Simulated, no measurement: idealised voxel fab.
This is a process module. Its name is voxel trench capacitor.
300 nm wide, 5 nm square cells: that's cross-section cut.
Cross-section layout: square cells on a grid; listed as bands, top to bottom; a band spans one or more cell rows. Heads up on the band format: heights come first, top then bottom, in nm. After that it's the materials left to right, each with its width in nm. A single material flagged "throughout" fills the whole band edge to edge, and "blank" means there's empty space there. It should be noted that heights are counted from 0, beneath which the wafer as supplied is of one material throughout, and that the lowest band possesses no lower boundary but continues downward, as written in "0 and below". A width such as "30 to 40" changes by the same amount from each row of cells to the next, from the band's top row to its bottom row. Where the words "nothing got changed" appear for a step, the cross-section shows no cell changed by that step; every cell remained as before. "Closed empty spaces": sealed empty spaces, 8 cells or more, no open way to top, listed width x height at distance, with distance from the left edge and width, height and distance in nm. Post-settings text on a step line: simulator's own remark regarding the step. "overlay nm" denotes, for a step that has a mask, the displacement of the mask to the right of its planned place, with negative values corresponding to the left.
Below is the list of planned process steps
- 1: RECEIVE | material Si
- 2: CONFORMAL_DEP | material SiN | thk nm 5
- 3: DIRECTIONAL_DEP | material aC | thk nm 10
- 4: PATTERN | tone open | mask id TRENCH | material resist | width nm 20 | pitch nm 35 | thk nm 30 | overlay nm 0
- 5: DIRECTIONAL_ETCH | etch materials aC | depth nm 10
- 6: STRIP | etch materials resist
- 7: DIRECTIONAL_ETCH | etch materials SiN | depth nm 5
- 8: DIRECTIONAL_ETCH | etch materials Si | depth nm 35
- 9: STRIP | etch materials aC
- 10: CONFORMAL_DEP | material SiO2 | thk nm 5
- 11: FILL_DEP | material polySi | thk nm 10
- 12: CMP | height nm 5
First wafer of two (run as planned)
Incoming wafer in cross-section (state: after step 1)
0 and below = Si throughout
Closed empty spaces: none
The wafer in cross-section once step 2 is complete
5 down to 0 = SiN throughout
No changes below 0.
The wafer in cross-section once step 3 is complete
15 down to 5 = aC throughout
No changes below 5.
The wafer in cross-section once step 4 is complete
45 down to 15 = 105 of resist  20 of blank  15 of resist  20 of blank  15 of resist  20 of blank  105 of resist
No changes below 15.
The wafer in cross-section once step 5 is complete
35 down to 15 = 105 of resist  20 of blank  15 of resist  20 of blank  15 of resist  20 of blank  105 of resist
15 down to 5 = 105 of aC  20 of blank  15 of aC  20 of blank  15 of aC  20 of blank  105 of aC
No changes below 5.
The wafer in cross-section once step 6 is complete
15 down to 5 = 105 of aC  20 of blank  15 of aC  20 of blank  15 of aC  20 of blank  105 of aC
No changes below 5.
The wafer in cross-section once step 7 is complete
15 down to 5 = 105 of aC  20 of blank  15 of aC  20 of blank  15 of aC  20 of blank  105 of aC
5 down to 0 = 105 of SiN  20 of blank  15 of SiN  20 of blank  15 of SiN  20 of blank  105 of SiN
No changes below 0.
The wafer in cross-section once step 8 is complete
15 down to 5 = 105 of aC  20 of blank  15 of aC  20 of blank  15 of aC  20 of blank  105 of aC
5 down to 0 = 105 of SiN  20 of blank  15 of SiN  20 of blank  15 of SiN  20 of blank  105 of SiN
0 down to -35 = 105 of Si  20 of blank  15 of Si  20 of blank  15 of Si  20 of blank  105 of Si
No changes below -35.
The wafer in cross-section once step 9 is complete
5 down to 0 = 105 of SiN  20 of blank  15 of SiN  20 of blank  15 of SiN  20 of blank  105 of SiN
No changes below 0.
The wafer in cross-section once step 10 is complete
10 down to 5 = 110 of SiO2  10 of blank  25 of SiO2  10 of blank  25 of SiO2  10 of blank  110 of SiO2
5 down to 0 = 105 of SiN  5 of SiO2  10 of blank  5 of SiO2  15 of SiN  5 of SiO2  10 of blank  5 of SiO2  15 of SiN  5 of SiO2  10 of blank  5 of SiO2  105 of SiN
0 down to -30 = 105 of Si  5 of SiO2  10 of blank  5 of SiO2  15 of Si  5 of SiO2  10 of blank  5 of SiO2  15 of Si  5 of SiO2  10 of blank  5 of SiO2  105 of Si
-30 down to -35 = 105 of Si  20 of SiO2  15 of Si  20 of SiO2  15 of Si  20 of SiO2  105 of Si
No changes below -35.
The wafer in cross-section once step 11 is complete
20 down to 10 = polySi throughout
10 down to 5 = 110 of SiO2  10 of polySi  25 of SiO2  10 of polySi  25 of SiO2  10 of polySi  110 of SiO2
5 down to 0 = 105 of SiN  5 of SiO2  10 of polySi  5 of SiO2  15 of SiN  5 of SiO2  10 of polySi  5 of SiO2  15 of SiN  5 of SiO2  10 of polySi  5 of SiO2  105 of SiN
0 down to -30 = 105 of Si  5 of SiO2  10 of polySi  5 of SiO2  15 of Si  5 of SiO2  10 of polySi  5 of SiO2  15 of Si  5 of SiO2  10 of polySi  5 of SiO2  105 of Si
No changes below -30.
The wafer in cross-section once step 12 is complete
5 down to 0 = 105 of SiN  5 of SiO2  10 of polySi  5 of SiO2  15 of SiN  5 of SiO2  10 of polySi  5 of SiO2  15 of SiN  5 of SiO2  10 of polySi  5 of SiO2  105 of SiN
No changes below 0.
Notes, second wafer: start = first wafer's, plan = first wafer's, execution had one mistake; history identical to first through step 5
Cross-section: second wafer, time at which step 6 was scheduled to end
35 down to 15 = 105 of resist  20 of blank  15 of resist  20 of blank  15 of resist  20 of blank  105 of resist
15 down to 5 = 105 of aC  20 of blank  15 of aC  20 of blank  15 of aC  20 of blank  105 of aC
5 down to 0 = 105 of SiN  20 of blank  15 of SiN  20 of blank  15 of SiN  20 of blank  105 of SiN
No changes below 0.
Cross-section: second wafer, time at which step 7 was scheduled to end
15 down to 5 = 105 of aC  20 of blank  15 of aC  20 of blank  15 of aC  20 of blank  105 of aC
No changes below 5.
Cross-section: second wafer, time at which step 8 was scheduled to end
15 down to 5 = 105 of aC  20 of blank  15 of aC  20 of blank  15 of aC  20 of blank  105 of aC
5 down to 0 = 105 of SiN  20 of blank  15 of SiN  20 of blank  15 of SiN  20 of blank  105 of SiN
0 down to -35 = 105 of Si  20 of blank  15 of Si  20 of blank  15 of Si  20 of blank  105 of Si
No changes below -35.
Cross-section: second wafer, time at which step 9 was scheduled to end
5 down to 0 = 105 of SiN  20 of blank  15 of SiN  20 of blank  15 of SiN  20 of blank  105 of SiN
No changes below 0.
Cross-section: second wafer, time at which step 10 was scheduled to end
10 down to 5 = 110 of SiO2  10 of blank  25 of SiO2  10 of blank  25 of SiO2  10 of blank  110 of SiO2
5 down to 0 = 105 of SiN  5 of SiO2  10 of blank  5 of SiO2  15 of SiN  5 of SiO2  10 of blank  5 of SiO2  15 of SiN  5 of SiO2  10 of blank  5 of SiO2  105 of SiN
0 down to -30 = 105 of Si  5 of SiO2  10 of blank  5 of SiO2  15 of Si  5 of SiO2  10 of blank  5 of SiO2  15 of Si  5 of SiO2  10 of blank  5 of SiO2  105 of Si
-30 down to -35 = 105 of Si  20 of SiO2  15 of Si  20 of SiO2  15 of Si  20 of SiO2  105 of Si
No changes below -35.
Cross-section: second wafer, time at which step 11 was scheduled to end
20 down to 10 = polySi throughout
10 down to 5 = 110 of SiO2  10 of polySi  25 of SiO2  10 of polySi  25 of SiO2  10 of polySi  110 of SiO2
5 down to 0 = 105 of SiN  5 of SiO2  10 of polySi  5 of SiO2  15 of SiN  5 of SiO2  10 of polySi  5 of SiO2  15 of SiN  5 of SiO2  10 of polySi  5 of SiO2  105 of SiN
0 down to -30 = 105 of Si  5 of SiO2  10 of polySi  5 of SiO2  15 of Si  5 of SiO2  10 of polySi  5 of SiO2  15 of Si  5 of SiO2  10 of polySi  5 of SiO2  105 of Si
No changes below -30.
Cross-section: second wafer, time at which step 12 was scheduled to end
5 down to 0 = 105 of SiN  5 of SiO2  10 of polySi  5 of SiO2  15 of SiN  5 of SiO2  10 of polySi  5 of SiO2  15 of SiN  5 of SiO2  10 of polySi  5 of SiO2  105 of SiN
No changes below 0.
Error vs. plan: steps 6 and 7: order swapped relative to plan
at the end the two cross-sections are the same: no effect in what this model computes
